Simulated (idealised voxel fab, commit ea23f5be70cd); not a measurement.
This is a process module. Its name is voxel wiring stack.
205 nm wide, 5 nm square cells: that's cross-section cut.
Cross-section layout: square cells on a grid; listed as bands, top to bottom; a band spans one or more cell rows.
Band: top and bottom heights (nm) first, top before bottom; then materials from left to right, widths in nm. "throughout" marks a sole material filling the band edge to edge. "blank" denotes empty space.
The level at which height equals 0 is the one under which the wafer, as it arrives, is entirely one material. No lower edge exists for the bottom band, which continues downward and is notated as in "z 0 and below".
Top row gets the first number, bottom row gets the second, and each row in between changes by the same step: that is how a band width like "30 to 40" works.
"no alterations made" -> step changed no cross-section cell.
Empty spaces counting at least 8 cells and having no open way to the top are listed in "Trapped voids". The notation width x height at distance is used for each, the distance being from the left edge and all three values in nm.
Anything after a step's settings on that line? It's the simulator's own note about the step.
"overlay nm" denotes, for a step that has a mask, the displacement of the mask to the right of its planned place, with negative values corresponding to the left.
Steps in the process plan
1) RECEIVE with material Si
2) CONFORMAL_DEP with material SiO2, thk nm 15
3) DIRECTIONAL_DEP with material TiN, thk nm 5
4) DIRECTIONAL_DEP with material W, thk nm 15
5) MASKED_ETCH with tone cover, mask id METAL_1, width nm 30, pitch nm 60, etch materials W, depth nm 15, overlay nm 0
6) MASKED_ETCH with tone cover, mask id METAL_1, width nm 30, pitch nm 60, etch materials TiN, depth nm 5, overlay nm 0
7) CONFORMAL_DEP with material SiN, thk nm 5
8) FILL_DEP with material lowk, thk nm 10
9) CMP with height nm 35
10) CONFORMAL_DEP with material SiCN, thk nm 5
11) DIRECTIONAL_DEP with material SiO2, thk nm 20
12) DIRECTIONAL_DEP with material aC, thk nm 10
13) PATTERN with tone open, mask id PLUG_1, material resist, width nm 15, pitch nm 60, thk nm 25, overlay nm 0
14) DIRECTIONAL_ETCH with etch materials aC, depth nm 10
15) STRIP with etch materials resist
16) DIRECTIONAL_ETCH with etch materials SiO2, depth nm 20
17) DIRECTIONAL_ETCH with etch materials SiCN, depth nm 5
18) STRIP with etch materials aC
19) EPI with material Ru, thk nm 10
20) EPI with material Ru, thk nm 10
21) EPI with material Ru, thk nm 5
22) DIRECTIONAL_DEP with material TiN, thk nm 5
23) DIRECTIONAL_DEP with material Ru, thk nm 15
24) PATTERN with tone cover, mask id METAL_2, material resist, width nm 30, pitch nm 60, thk nm 20, overlay nm 0
25) DIRECTIONAL_ETCH with etch materials Ru, depth nm 15
26) DIRECTIONAL_ETCH with etch materials TiN, depth nm 5
27) STRIP with etch materials resist
28) CONFORMAL_DEP with material SiCN, thk nm 5
29) FILL_DEP with material lowk, thk nm 5
30) CMP with height nm 80
31) CONFORMAL_DEP with material SiCN, thk nm 5
The first of a set of two wafers, run to plan
Wafer at receipt (post step 1), cross-section
- z 0 and below: Si throughout
- Trapped voids: none
The wafer, seen in cross-section, after step 2
- z 15 to 0: SiO2 throughout
- Heights below 0 show no change.
The wafer, seen in cross-section, after step 3
- z 20 to 15: TiN throughout
- Heights below 15 show no change.
The wafer, seen in cross-section, after step 4
- z 35 to 20: W throughout
- Heights below 20 show no change.
The wafer, seen in cross-section, after step 5
- z 35 to 20: blank 25; W 30; blank 30; W 30; blank 30; W 30; blank 30
- Heights below 20 show no change.
The wafer, seen in cross-section, after step 6
- z 35 to 20: blank 25; W 30; blank 30; W 30; blank 30; W 30; blank 30
- z 20 to 15: blank 25; TiN 30; blank 30; TiN 30; blank 30; TiN 30; blank 30
- Heights below 15 show no change.
The wafer, seen in cross-section, after step 7
- z 40 to 35: blank 20; SiN 40; blank 20; SiN 40; blank 20; SiN 40; blank 25
- z 35 to 20: blank 20; SiN 5; W 30; SiN 5; blank 20; SiN 5; W 30; SiN 5; blank 20; SiN 5; W 30; SiN 5; blank 25
- z 20 to 15: SiN 25; TiN 30; SiN 30; TiN 30; SiN 30; TiN 30; SiN 30
- Heights below 15 show no change.
The wafer, seen in cross-section, after step 8
- z 50 to 40: lowk throughout
- z 40 to 35: lowk 20; SiN 40; lowk 20; SiN 40; lowk 20; SiN 40; lowk 25
- z 35 to 20: lowk 20; SiN 5; W 30; SiN 5; lowk 20; SiN 5; W 30; SiN 5; lowk 20; SiN 5; W 30; SiN 5; lowk 25
- Heights below 20 show no change.
The wafer, seen in cross-section, after step 9
- z 35 to 20: lowk 20; SiN 5; W 30; SiN 5; lowk 20; SiN 5; W 30; SiN 5; lowk 20; SiN 5; W 30; SiN 5; lowk 25
- Heights below 20 show no change.
The wafer, seen in cross-section, after step 10
- z 40 to 35: SiCN throughout
- Heights below 35 show no change.
The wafer, seen in cross-section, after step 11
- z 60 to 40: SiO2 throughout
- Heights below 40 show no change.
The wafer, seen in cross-section, after step 12
- z 70 to 60: aC throughout
- Heights below 60 show no change.
The wafer, seen in cross-section, after step 13
- z 95 to 70: resist 25; blank 15; resist 45; blank 15; resist 45; blank 15; resist 45
- Heights below 70 show no change.
The wafer, seen in cross-section, after step 14
- z 85 to 70: resist 25; blank 15; resist 45; blank 15; resist 45; blank 15; resist 45
- z 70 to 60: aC 25; blank 15; aC 45; blank 15; aC 45; blank 15; aC 45
- Heights below 60 show no change.
The wafer, seen in cross-section, after step 15
- z 70 to 60: aC 25; blank 15; aC 45; blank 15; aC 45; blank 15; aC 45
- Heights below 60 show no change.
The wafer, seen in cross-section, after step 16
- z 70 to 60: aC 25; blank 15; aC 45; blank 15; aC 45; blank 15; aC 45
- z 60 to 40: SiO2 25; blank 15; SiO2 45; blank 15; SiO2 45; blank 15; SiO2 45
- Heights below 40 show no change.
The wafer, seen in cross-section, after step 17
- z 70 to 60: aC 25; blank 15; aC 45; blank 15; aC 45; blank 15; aC 45
- z 60 to 40: SiO2 25; blank 15; SiO2 45; blank 15; SiO2 45; blank 15; SiO2 45
- z 40 to 35: SiCN 25; blank 15; SiCN 45; blank 15; SiCN 45; blank 15; SiCN 45
- Heights below 35 show no change.
The wafer, seen in cross-section, after step 18
- z 60 to 40: SiO2 25; blank 15; SiO2 45; blank 15; SiO2 45; blank 15; SiO2 45
- Heights below 40 show no change.
The wafer, seen in cross-section, after step 19
- z 60 to 45: SiO2 25; blank 15; SiO2 45; blank 15; SiO2 45; blank 15; SiO2 45
- z 45 to 40: SiO2 25; Ru 15; SiO2 45; Ru 15; SiO2 45; Ru 15; SiO2 45
- z 40 to 35: SiCN 25; Ru 15; SiCN 45; Ru 15; SiCN 45; Ru 15; SiCN 45
- Heights below 35 show no change.
The wafer, seen in cross-section, after step 20
- z 60 to 55: SiO2 25; blank 15; SiO2 45; blank 15; SiO2 45; blank 15; SiO2 45
- z 55 to 40: SiO2 25; Ru 15; SiO2 45; Ru 15; SiO2 45; Ru 15; SiO2 45
- Heights below 40 show no change.
The wafer, seen in cross-section, after step 21
- z 60 to 40: SiO2 25; Ru 15; SiO2 45; Ru 15; SiO2 45; Ru 15; SiO2 45
- Heights below 40 show no change.
The wafer, seen in cross-section, after step 22
- z 65 to 60: TiN throughout
- Heights below 60 show no change.
The wafer, seen in cross-section, after step 23
- z 80 to 65: Ru throughout
- Heights below 65 show no change.
The wafer, seen in cross-section, after step 24
- z 100 to 80: blank 25; resist 30; blank 30; resist 30; blank 30; resist 30; blank 30
- Heights below 80 show no change.
The wafer, seen in cross-section, after step 25
- z 100 to 80: blank 25; resist 30; blank 30; resist 30; blank 30; resist 30; blank 30
- z 80 to 65: blank 25; Ru 30; blank 30; Ru 30; blank 30; Ru 30; blank 30
- Heights below 65 show no change.
The wafer, seen in cross-section, after step 26
- z 100 to 80: blank 25; resist 30; blank 30; resist 30; blank 30; resist 30; blank 30
- z 80 to 65: blank 25; Ru 30; blank 30; Ru 30; blank 30; Ru 30; blank 30
- z 65 to 60: blank 25; TiN 30; blank 30; TiN 30; blank 30; TiN 30; blank 30
- Heights below 60 show no change.
The wafer, seen in cross-section, after step 27
- z 80 to 65: blank 25; Ru 30; blank 30; Ru 30; blank 30; Ru 30; blank 30
- Heights below 65 show no change.
The wafer, seen in cross-section, after step 28
- z 85 to 80: blank 20; SiCN 40; blank 20; SiCN 40; blank 20; SiCN 40; blank 25
- z 80 to 65: blank 20; SiCN 5; Ru 30; SiCN 5; blank 20; SiCN 5; Ru 30; SiCN 5; blank 20; SiCN 5; Ru 30; SiCN 5; blank 25
- z 65 to 60: SiCN 25; TiN 30; SiCN 30; TiN 30; SiCN 30; TiN 30; SiCN 30
- Heights below 60 show no change.
The wafer, seen in cross-section, after step 29
- z 90 to 85: lowk throughout
- z 85 to 80: lowk 20; SiCN 40; lowk 20; SiCN 40; lowk 20; SiCN 40; lowk 25
- z 80 to 65: lowk 20; SiCN 5; Ru 30; SiCN 5; lowk 20; SiCN 5; Ru 30; SiCN 5; lowk 20; SiCN 5; Ru 30; SiCN 5; lowk 25
- Heights below 65 show no change.
The wafer, seen in cross-section, after step 30
- z 80 to 65: lowk 20; SiCN 5; Ru 30; SiCN 5; lowk 20; SiCN 5; Ru 30; SiCN 5; lowk 20; SiCN 5; Ru 30; SiCN 5; lowk 25
- Heights below 65 show no change.
The wafer, seen in cross-section, after step 31
- z 85 to 80: SiCN throughout
- Heights below 80 show no change.
Okay, second wafer. Nothing different at the start, nothing different in the plan, just one mistake somewhere in the running. As far as step 21, counting that step, it's the first wafer all over again
The second wafer in cross-section, at the planned close of step 22
- z 75 to 60: Ru throughout
- Heights below 60 show no change.
The second wafer in cross-section, at the planned close of step 23
- z 80 to 75: TiN throughout
- Heights below 75 show no change.
The second wafer in cross-section, at the planned close of step 24
- z 100 to 80: blank 25; resist 30; blank 30; resist 30; blank 30; resist 30; blank 30
- Heights below 80 show no change.
The second wafer in cross-section, at the planned close of step 25: no alterations made
The second wafer in cross-section, at the planned close of step 26
- z 100 to 80: blank 25; resist 30; blank 30; resist 30; blank 30; resist 30; blank 30
- z 80 to 75: blank 25; TiN 30; blank 30; TiN 30; blank 30; TiN 30; blank 30
- Heights below 75 show no change.
The second wafer in cross-section, at the planned close of step 27
- z 80 to 75: blank 25; TiN 30; blank 30; TiN 30; blank 30; TiN 30; blank 30
- Heights below 75 show no change.
The second wafer in cross-section, at the planned close of step 28
- z 85 to 80: blank 20; SiCN 40; blank 20; SiCN 40; blank 20; SiCN 40; blank 25
- z 80 to 75: SiCN 25; TiN 30; SiCN 30; TiN 30; SiCN 30; TiN 30; SiCN 30
- Heights below 75 show no change.
The second wafer in cross-section, at the planned close of step 29
- z 90 to 85: lowk throughout
- z 85 to 80: lowk 20; SiCN 40; lowk 20; SiCN 40; lowk 20; SiCN 40; lowk 25
- Heights below 80 show no change.
The second wafer in cross-section, at the planned close of step 30
- z 80 to 75: SiCN 25; TiN 30; SiCN 30; TiN 30; SiCN 30; TiN 30; SiCN 30
- Heights below 75 show no change.
The second wafer in cross-section, at the planned close of step 31
- z 85 to 80: SiCN throughout
- Heights below 80 show no change.
Run error: step 23 occupied the plan position of step 22, and the converse holds as well
Looking at both finished wafers in cells, the second ends up ahead of or behind the first on some materials: Ru: 69 more, SiCN: 18 fewer, lowk: 51 fewer
